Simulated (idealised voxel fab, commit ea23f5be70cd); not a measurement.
The document below concerns the process module designated voxel fin reveal.
Cross-section cut spans 250 nm and uses square cells 5 nm in size.
A cross-section is written here as square cells arranged in a grid, and it is given in bands from the top down, each band taking up one or more rows of cells.
Within each band entry, the heights of the top and of the bottom of the band appear first, in that order and in nm; the materials of the band then follow from left to right, each with its corresponding width in nm. The designation "everywhere" on a single material indicates that it fills the band from edge to edge; the designation "air" indicates empty space.
For the purposes of this specification, 0 denotes the height below which the wafer in its as-received condition is composed wholly of one material, and the lowermost band, lacking a lower limit, extends downward without end, as expressed in "0 -> down".
It should be noted that a width expressed as "30->40" varies in equal increments from row to row of cells within the band, taking the value of the first number at the top row and that of the second number at the bottom row.
Step marked "remained unchanged"? Then no cell in the cross-section changed in it.
"Closed internal cavities": sealed empty spaces, 8 cells or more, no open way to top, listed width x height at distance, with distance from the left edge and width, height and distance in nm.
Formally, on a step line, whatever follows the settings is a remark that the simulator itself makes on the step.
Each step line may optionally specify "overlay nm", which for a step with a mask gives the rightward distance between the mask's planned place and where it lay, a negative value indicating the leftward direction.
Below is the list of planned process steps
step 1: RECEIVE [material Si]
step 2: CONFORMAL_DEP [material SiN] [thk nm 10]
step 3: DIRECTIONAL_DEP [material aC] [thk nm 10]
step 4: PATTERN [tone cover] [mask id FINS] [material resist] [width nm 15] [pitch nm 40] [thk nm 25] [overlay nm 0]
step 5: DIRECTIONAL_ETCH [etch materials aC] [depth nm 10]
step 6: STRIP [etch materials resist]
step 7: DIRECTIONAL_ETCH [etch materials SiN] [depth nm 10]
step 8: DIRECTIONAL_ETCH [etch materials Si] [depth nm 40]
step 9: STRIP [etch materials aC]
step 10: OXIDIZE [depth nm 5]
step 11: FILL_DEP [material SiO2] [thk nm 15]
step 12: CMP [height nm 10]
step 13: SELECTIVE_ETCH [etch materials SiO2] [depth nm 20]
step 14: STRIP [etch materials SiN]
The first wafer of two, processed as planned
Cross-section: wafer on arrival = after step 1
	0 -> down = Si everywhere
	Closed internal cavities: none
Sectional view: wafer, after step 2
	10 -> 0 = SiN everywhere
	Whatever lies below 0 is exactly as it was before.
Sectional view: wafer, after step 3
	20 -> 10 = aC everywhere
	Whatever lies below 10 is exactly as it was before.
Sectional view: wafer, after step 4
	45 -> 20 = 95 nm air  15 nm resist  25 nm air  15 nm resist  100 nm air
	Whatever lies below 20 is exactly as it was before.
Sectional view: wafer, after step 5
	35 -> 20 = 95 nm air  15 nm resist  25 nm air  15 nm resist  100 nm air
	20 -> 10 = 95 nm air  15 nm aC  25 nm air  15 nm aC  100 nm air
	Whatever lies below 10 is exactly as it was before.
Sectional view: wafer, after step 6
	20 -> 10 = 95 nm air  15 nm aC  25 nm air  15 nm aC  100 nm air
	Whatever lies below 10 is exactly as it was before.
Sectional view: wafer, after step 7
	20 -> 10 = 95 nm air  15 nm aC  25 nm air  15 nm aC  100 nm air
	10 -> 0 = 95 nm air  15 nm SiN  25 nm air  15 nm SiN  100 nm air
	Whatever lies below 0 is exactly as it was before.
Sectional view: wafer, after step 8
	20 -> 10 = 95 nm air  15 nm aC  25 nm air  15 nm aC  100 nm air
	10 -> 0 = 95 nm air  15 nm SiN  25 nm air  15 nm SiN  100 nm air
	0 -> -40 = 95 nm air  15 nm Si  25 nm air  15 nm Si  100 nm air
	Whatever lies below -40 is exactly as it was before.
Sectional view: wafer, after step 9
	10 -> 0 = 95 nm air  15 nm SiN  25 nm air  15 nm SiN  100 nm air
	Whatever lies below 0 is exactly as it was before.
Sectional view: wafer, after step 10
	10 -> 0 = 95 nm air  15 nm SiN  25 nm air  15 nm SiN  100 nm air
	0 -> -40 = 95 nm air  5 nm SiO2  5 nm Si  5 nm SiO2  25 nm air  5 nm SiO2  5 nm Si  5 nm SiO2  100 nm air
	-40 -> -45 = 100 nm SiO2  5 nm Si  35 nm SiO2  5 nm Si  105 nm SiO2
	Whatever lies below -45 is exactly as it was before.
Sectional view: wafer, after step 11
	25 -> 10 = SiO2 everywhere
	10 -> 0 = 95 nm SiO2  15 nm SiN  25 nm SiO2  15 nm SiN  100 nm SiO2
	0 -> -45 = 100 nm SiO2  5 nm Si  35 nm SiO2  5 nm Si  105 nm SiO2
	Whatever lies below -45 is exactly as it was before.
Sectional view: wafer, after step 12
	10 -> 0 = 95 nm SiO2  15 nm SiN  25 nm SiO2  15 nm SiN  100 nm SiO2
	Whatever lies below 0 is exactly as it was before.
Sectional view: wafer, after step 13
	10 -> 0 = 95 nm air  15 nm SiN  25 nm air  15 nm SiN  100 nm air
	0 -> -10 = 100 nm air  5 nm Si  35 nm air  5 nm Si  105 nm air
	Whatever lies below -10 is exactly as it was before.
Sectional view: wafer, after step 14
	0 -> -10 = 100 nm air  5 nm Si  35 nm air  5 nm Si  105 nm air
	Whatever lies below -10 is exactly as it was before.
The second wafer was prepared from the same starting point and under the same plan as the first; its processing contained one mistake, and it remains indistinguishable from the first wafer up to and including step 13
Second wafer, cut view, end of step 14 per plan
	10 -> 0 = 95 nm air  15 nm SiN  25 nm air  15 nm SiN  100 nm air
	0 -> -45 = 100 nm air  5 nm Si  35 nm air  5 nm Si  105 nm air
	Whatever lies below -45 is exactly as it was before.
What went wrong in running the wafer? note that step 14 departed from the planned setting and was carried out as STRIP [etch materials SiO2]
Counted in cells at the end, the second wafer holds more or fewer of these materials than the first: +12 SiN | -336 SiO2
